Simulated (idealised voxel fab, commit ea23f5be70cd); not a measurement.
process module | voxel wiring stack
cross-section cut | 145 nm wide | cells 5 nm
A cross-section is a grid of square cells, given in bands from the top down. A band is one or more rows of cells.
Each band's line starts with the height of the band's top and of its bottom, in nm. Then come its materials from left to right, each with its width in nm. One material with "throughout" fills the band from edge to edge. "air" is empty space.
Height 0 is the level under which the wafer as received is all one material. The lowest band goes on downwards, as in "0 down".
A width such as "30 to 40" changes by the same amount from each row of cells to the next, from the band's top row to its bottom row.
"no change" after a step means that no cell of the cross-section changed.
closed voids: empty space of 8 cells or more with no open way to the top, each as width x height at its distance from the left edge, in nm
after a step's settings: what the simulator itself notes on the step
overlay nm, on a step with a mask: how far to the right of its planned place the mask lay; to the left if negative
plan
1 op RECEIVE | material Si
2 op CONFORMAL_DEP | material SiO2 | thk nm 15
3 op CONFORMAL_DEP | material SiN | thk nm 5
4 op DIRECTIONAL_DEP | material lowk | thk nm 15
5 op PATTERN | tone open | mask id METAL_1 | material resist | width nm 25 | pitch nm 45 | thk nm 20 | overlay nm 0
6 op DIRECTIONAL_ETCH | etch materials lowk | depth nm 15
7 op DIRECTIONAL_ETCH | etch materials SiN | depth nm 5
8 op STRIP | etch materials resist
9 op CONFORMAL_DEP | material TiN | thk nm 5
10 op FILL_DEP | material W | thk nm 5
11 op CMP | height nm 35
12 op CONFORMAL_DEP | material SiCN | thk nm 5
13 op DIRECTIONAL_DEP | material lowk | thk nm 15
14 op PATTERN | tone open | mask id PLUG_1 | material resist | width nm 15 | thk nm 20 | overlay nm 0
15 op DIRECTIONAL_ETCH | etch materials lowk | depth nm 15
16 op DIRECTIONAL_ETCH | etch materials SiCN | depth nm 5
17 op STRIP | etch materials resist
18 op EPI | material Ru | thk nm 10
19 op EPI | material Ru | thk nm 10
20 op DIRECTIONAL_DEP | material TiN | thk nm 5
21 op DIRECTIONAL_DEP | material W | thk nm 25
22 op DIRECTIONAL_DEP | material aC | thk nm 15
23 op PATTERN | tone cover | mask id METAL_2 | material resist | width nm 25 | pitch nm 45 | thk nm 35 | overlay nm 0
24 op DIRECTIONAL_ETCH | etch materials aC | depth nm 15
25 op STRIP | etch materials resist
26 op DIRECTIONAL_ETCH | etch materials W | depth nm 25
27 op DIRECTIONAL_ETCH | etch materials TiN | depth nm 5
28 op STRIP | etch materials aC
29 op FILL_DEP | material lowk | thk nm 5
30 op CMP | height nm 85
31 op CONFORMAL_DEP | material SiN | thk nm 5
first wafer, as planned
as received, after step 1
  0 down: Si throughout
  closed voids: none
after step 2
  15 to 0: SiO2 throughout
  below 0: unchanged
after step 3
  20 to 15: SiN throughout
  below 15: unchanged
after step 4
  35 to 20: lowk throughout
  below 20: unchanged
after step 5
  55 to 35: resist 35 | air 25 | resist 20 | air 25 | resist 40
  below 35: unchanged
after step 6
  55 to 35: resist 35 | air 25 | resist 20 | air 25 | resist 40
  35 to 20: lowk 35 | air 25 | lowk 20 | air 25 | lowk 40
  below 20: unchanged
after step 7
  55 to 35: resist 35 | air 25 | resist 20 | air 25 | resist 40
  35 to 20: lowk 35 | air 25 | lowk 20 | air 25 | lowk 40
  20 to 15: SiN 35 | air 25 | SiN 20 | air 25 | SiN 40
  below 15: unchanged
after step 8
  35 to 20: lowk 35 | air 25 | lowk 20 | air 25 | lowk 40
  below 20: unchanged
after step 9
  40 to 35: TiN 40 | air 15 | TiN 30 | air 15 | TiN 45
  35 to 20: lowk 35 | TiN 5 | air 15 | TiN 5 | lowk 20 | TiN 5 | air 15 | TiN 5 | lowk 40
  20 to 15: SiN 35 | TiN 25 | SiN 20 | TiN 25 | SiN 40
  below 15: unchanged
after step 10
  45 to 40: W throughout
  40 to 35: TiN 40 | W 15 | TiN 30 | W 15 | TiN 45
  35 to 20: lowk 35 | TiN 5 | W 15 | TiN 5 | lowk 20 | TiN 5 | W 15 | TiN 5 | lowk 40
  below 20: unchanged
after step 11
  35 to 20: lowk 35 | TiN 5 | W 15 | TiN 5 | lowk 20 | TiN 5 | W 15 | TiN 5 | lowk 40
  below 20: unchanged
after step 12
  40 to 35: SiCN throughout
  below 35: unchanged
after step 13
  55 to 40: lowk throughout
  below 40: unchanged
after step 14
  75 to 55: resist 35 | air 15 | resist 95
  below 55: unchanged
after step 15
  75 to 55: resist 35 | air 15 | resist 95
  55 to 40: lowk 35 | air 15 | lowk 95
  below 40: unchanged
after step 16
  75 to 55: resist 35 | air 15 | resist 95
  55 to 40: lowk 35 | air 15 | lowk 95
  40 to 35: SiCN 35 | air 15 | SiCN 95
  below 35: unchanged
after step 17
  55 to 40: lowk 35 | air 15 | lowk 95
  below 40: unchanged
after step 18
  55 to 45: lowk 35 | air 15 | lowk 95
  45 to 40: lowk 35 | Ru 15 | lowk 95
  40 to 35: SiCN 35 | Ru 15 | SiCN 95
  below 35: unchanged
after step 19
  55 to 40: lowk 35 | Ru 15 | lowk 95
  below 40: unchanged
after step 20
  60 to 55: TiN throughout
  below 55: unchanged
after step 21
  85 to 60: W throughout
  below 60: unchanged
after step 22
  100 to 85: aC throughout
  below 85: unchanged
after step 23
  135 to 100: air 35 | resist 25 | air 20 | resist 25 | air 40
  below 100: unchanged
after step 24
  120 to 100: air 35 | resist 25 | air 20 | resist 25 | air 40
  100 to 85: air 35 | aC 25 | air 20 | aC 25 | air 40
  below 85: unchanged
after step 25
  100 to 85: air 35 | aC 25 | air 20 | aC 25 | air 40
  below 85: unchanged
after step 26
  100 to 85: air 35 | aC 25 | air 20 | aC 25 | air 40
  85 to 60: air 35 | W 25 | air 20 | W 25 | air 40
  below 60: unchanged
after step 27
  100 to 85: air 35 | aC 25 | air 20 | aC 25 | air 40
  85 to 60: air 35 | W 25 | air 20 | W 25 | air 40
  60 to 55: air 35 | TiN 25 | air 20 | TiN 25 | air 40
  below 55: unchanged
after step 28
  85 to 60: air 35 | W 25 | air 20 | W 25 | air 40
  below 60: unchanged
after step 29
  90 to 85: lowk throughout
  85 to 60: lowk 35 | W 25 | lowk 20 | W 25 | lowk 40
  60 to 55: lowk 35 | TiN 25 | lowk 20 | TiN 25 | lowk 40
  below 55: unchanged
after step 30
  85 to 60: lowk 35 | W 25 | lowk 20 | W 25 | lowk 40
  below 60: unchanged
after step 31
  90 to 85: SiN throughout
  below 85: unchanged
second wafer: like start, like plan, one mistake. Through step 12 it matches the first wafer
when step 13 should have ended
  55 to 40: SiN throughout
  below 40: unchanged
when step 14 should have ended
  75 to 55: resist 35 | air 15 | resist 95
  below 55: unchanged
when step 15 should have ended: no change
when step 16 should have ended: no change
when step 17 should have ended
  55 to 40: SiN throughout
  below 40: unchanged
when step 18 should have ended: no change
when step 19 should have ended: no change
when step 20 should have ended
  60 to 55: TiN throughout
  below 55: unchanged
when step 21 should have ended
  85 to 60: W throughout
  below 60: unchanged
when step 22 should have ended
  100 to 85: aC throughout
  below 85: unchanged
when step 23 should have ended
  135 to 100: air 35 | resist 25 | air 20 | resist 25 | air 40
  below 100: unchanged
when step 24 should have ended
  120 to 100: air 35 | resist 25 | air 20 | resist 25 | air 40
  100 to 85: air 35 | aC 25 | air 20 | aC 25 | air 40
  below 85: unchanged
when step 25 should have ended
  100 to 85: air 35 | aC 25 | air 20 | aC 25 | air 40
  below 85: unchanged
when step 26 should have ended
  100 to 85: air 35 | aC 25 | air 20 | aC 25 | air 40
  85 to 60: air 35 | W 25 | air 20 | W 25 | air 40
  below 60: unchanged
when step 27 should have ended
  100 to 85: air 35 | aC 25 | air 20 | aC 25 | air 40
  85 to 60: air 35 | W 25 | air 20 | W 25 | air 40
  60 to 55: air 35 | TiN 25 | air 20 | TiN 25 | air 40
  below 55: unchanged
when step 28 should have ended
  85 to 60: air 35 | W 25 | air 20 | W 25 | air 40
  below 60: unchanged
when step 29 should have ended
  90 to 85: lowk throughout
  85 to 60: lowk 35 | W 25 | lowk 20 | W 25 | lowk 40
  60 to 55: lowk 35 | TiN 25 | lowk 20 | TiN 25 | lowk 40
  below 55: unchanged
when step 30 should have ended
  85 to 60: lowk 35 | W 25 | lowk 20 | W 25 | lowk 40
  below 60: unchanged
when step 31 should have ended
  90 to 85: SiN throughout
  below 85: unchanged
what went wrong: step 13 ran as: op DIRECTIONAL_DEP | material SiN | thk nm 15
at the end the second wafer has, in cells: 12 fewer of Ru | 3 more of SiCN | 87 more of SiN | 78 fewer of lowk
